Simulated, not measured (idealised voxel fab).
voxel capacitor over wiring: a process module
Each square cell in cross-section cut measures 5 nm, and the section as a whole is 230 nm wide.
We lay out every cross-section as a grid of square cells and spell it out in bands from the top down, where one band means one or more rows of cells. Within each band entry, the heights of the top and of the bottom of the band appear first, in that order and in nm; the materials of the band then follow from left to right, each with its corresponding width in nm. The designation "throughout" on a single material indicates that it fills the band from edge to edge; the designation "empty" indicates empty space. Heights from 0 (as-received wafer is one material below). Bottom band endless downward, as "from 0 down". Quick explanation for "30 to 40": the width changes in equal steps down the rows of cells, from the first number in the band's top row to the second number in its bottom row. Any step labelled "nothing was modified" changed none of the cells in the cross-section. Look at "Closed voids list" for the closed voids: empty spaces with no open path to the top, sized 8 cells or up. Each is width x height at distance, distance from the left edge, all nm. Past the settings on a step's line: simulator remark, on that step. On any step carrying a mask, the "overlay nm" setting, if present on the step's line, tells how far right of its planned place the mask lay; negative values point to the left.

List of planned process steps:
1 RECEIVE, material Si
2 CONFORMAL_DEP, material SiO2, thk nm 10
3 CONFORMAL_DEP, material SiN, thk nm 5
4 DIRECTIONAL_DEP, material SiO2, thk nm 25
5 DIRECTIONAL_DEP, material aC, thk nm 10
6 PATTERN, tone open, mask id METAL_1, material resist, width nm 20, pitch nm 90, thk nm 30, overlay nm 0
7 DIRECTIONAL_ETCH, etch materials aC, depth nm 10
8 STRIP, etch materials resist
9 DIRECTIONAL_ETCH, etch materials SiO2, depth nm 25
10 DIRECTIONAL_ETCH, etch materials SiN, depth nm 5
11 STRIP, etch materials aC
12 CONFORMAL_DEP, material TiN, thk nm 5
13 FILL_DEP, material Cu, thk nm 5
14 CMP, height nm 40
15 CONFORMAL_DEP, material SiCN, thk nm 5
16 DIRECTIONAL_DEP, material lowk, thk nm 20
17 DIRECTIONAL_DEP, material aC, thk nm 10
18 PATTERN, tone open, mask id PLUG_1, material resist, width nm 15, thk nm 25, overlay nm 0
19 DIRECTIONAL_ETCH, etch materials aC, depth nm 10
20 STRIP, etch materials resist
21 DIRECTIONAL_ETCH, etch materials lowk, depth nm 20
22 DIRECTIONAL_ETCH, etch materials SiCN, depth nm 5
23 STRIP, etch materials aC
24 CONFORMAL_DEP, material TiN, thk nm 5
25 FILL_DEP, material W, thk nm 10
26 CMP, height nm 65
27 DIRECTIONAL_DEP, material TiN, thk nm 10
28 DIRECTIONAL_DEP, material HfO2, thk nm 5
29 DIRECTIONAL_DEP, material TiN, thk nm 5
30 DIRECTIONAL_DEP, material aC, thk nm 15
31 PATTERN, tone cover, mask id UPPER_PLATE, material resist, width nm 75, thk nm 35, overlay nm 0
32 DIRECTIONAL_ETCH, etch materials aC, depth nm 15
33 STRIP, etch materials resist
34 DIRECTIONAL_ETCH, etch materials TiN, depth nm 5
35 DIRECTIONAL_ETCH, etch materials HfO2, depth nm 5
36 STRIP, etch materials aC
37 PATTERN, tone cover, mask id LOWER_PLATE, material resist, width nm 85, thk nm 20, overlay nm 0
38 DIRECTIONAL_ETCH, etch materials TiN, depth nm 10
39 STRIP, etch materials resist
40 FILL_DEP, material SiO2, thk nm 15
41 CMP, height nm 95
42 MASKED_ETCH, tone open, mask id PLUG_2, width nm 15, etch materials SiO2, depth nm 10, overlay nm 0
43 CONFORMAL_DEP, material TiN, thk nm 5
44 FILL_DEP, material W, thk nm 10
45 CMP, height nm 95
46 CONFORMAL_DEP, material SiN, thk nm 5

Incoming wafer in cross-section (state: after step 1):
  from 0 down  Si throughout
  Closed voids list: none

Look at the cross-section after the module: the wafer started out the way shown above and the plan was the one shown above, yet one mistake was made along the way:
  from 100 to 95  SiN throughout
  from 95 to 90  75 of SiO2, then 5 of TiN, then 5 of W, then 5 of TiN, then 140 of SiO2
  from 90 to 80  75 to 65 of SiO2, then 15 to 75 of TiN, then 140 to 90 of SiO2
  from 80 to 75  65 of SiO2, then 75 of HfO2, then 90 of SiO2
  from 75 to 65  60 of SiO2, then 85 of TiN, then 85 of SiO2
  from 65 to 45  65 of lowk, then 5 of TiN, then 5 of W, then 5 of TiN, then 150 of lowk
  from 45 to 40  65 of SiCN, then 15 of TiN, then 150 of SiCN
  from 40 to 15  55 of SiO2, then 5 of TiN, then 10 of Cu, then 5 of TiN, then 70 of SiO2, then 5 of TiN, then 10 of Cu, then 5 of TiN, then 65 of SiO2
  from 15 to 10  55 of SiN, then 20 of TiN, then 70 of SiN, then 20 of TiN, then 65 of SiN
  from 10 to 0  SiO2 throughout
  from 0 down  Si throughout
  Closed voids list: none
Deviation noted in wafer processing: step 6 was run on a setting that differed from the plan, and what really ran there is PATTERN, tone open, mask id METAL_1, material resist, width nm 20, pitch nm 90, thk nm 30, overlay nm -5
